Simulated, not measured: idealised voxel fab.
voxel air gaps: a process module
Section shown: cut. Width: 285 nm. Cell size: 5 nm, square.
The cross-sections in this document take the form of a grid made of square cells. They are written out as bands, in order from top to bottom. Each band consists of one or more rows of cells. For a band, the entry starts with two heights in nm, that of the top and then that of the bottom, and carries on with the band's materials in order from left to right, each alongside its width in nm; the word "everywhere" beside a single material means it fills the band edge to edge, and "empty" means empty space. It should be noted that heights are counted from 0, beneath which the wafer as supplied is of one material throughout, and that the lowest band possesses no lower boundary but continues downward, as written in "0 nm and below". Width: "30 to 40" (first number = top row, second number = bottom row, same change from row to row of cells). You'll sometimes find "changes: none" written for a step, and that's the way of saying that nowhere in the cross-section did a cell change during that step. In "Listed closed voids" the enclosed voids are listed, meaning empty spaces of 8 cells or larger without any opening to the top. The form is width x height at distance, distance from the left edge, units nm. Read whatever lies past the settings on a step's line as the simulator's own remark about the step. Regarding "overlay nm": on a step with a mask, it is the distance the mask lay to the right of its planned place; a negative value places it to the left.
This section lists the process steps that were planned:
- 1: RECEIVE | material Si
- 2: CONFORMAL_DEP | material SiO2 | thk nm 5
- 3: CONFORMAL_DEP | material SiCN | thk nm 5
- 4: DIRECTIONAL_DEP | material SiO2 | thk nm 40
- 5: MASKED_ETCH | tone open | mask id LINES | width nm 25 | pitch nm 50 | etch materials SiO2 | depth nm 40 | overlay nm 0
- 6: CONFORMAL_DEP | material TiN | thk nm 5
- 7: FILL_DEP | material W | thk nm 10
- 8: CMP | height nm 55
- 9: EPI | material Ru | thk nm 10
- 10: SELECTIVE_ETCH | etch materials SiO2 | depth nm 50
- 11: CONFORMAL_DEP | material SiCN | thk nm 5
The wafers are alike at the start. At step 2, their thk nm differs. The plan lists the first wafer's value.
So this is the first of several wafers, cross-sectioned as it came to us, meaning it's at the end of step 1:
  0 nm and below  Si everywhere
  Listed closed voids: none
Here is how to read the rows: every wafer has a row, and it shows the wafer at the end of the module, giving for each material how many cells were gained (+) or lost (-) since the wafer was received, then listing its closed voids:
thk nm 5, +114 Ru, +114 SiCN, +393 SiO2, +105 TiN, +72 W, Listed closed voids: none
thk nm 10, +54 Ru, +190 SiCN, +114 SiO2, +57 TiN, +63 W, Listed closed voids: 15 x 30 at 110; 15 x 30 at 160
thk nm 15, +54 Ru, +184 SiCN, +171 SiO2, +51 TiN, +54 W, Listed closed voids: 15 x 25 at 110; 15 x 25 at 160
thk nm 20, +54 Ru, +178 SiCN, +228 SiO2, +45 TiN, +45 W, Listed closed voids: 15 x 20 at 110; 15 x 20 at 160
thk nm 25, +54 Ru, +172 SiCN, +285 SiO2, +39 TiN, +36 W, Listed closed voids: 15 x 15 at 110; 15 x 15 at 160
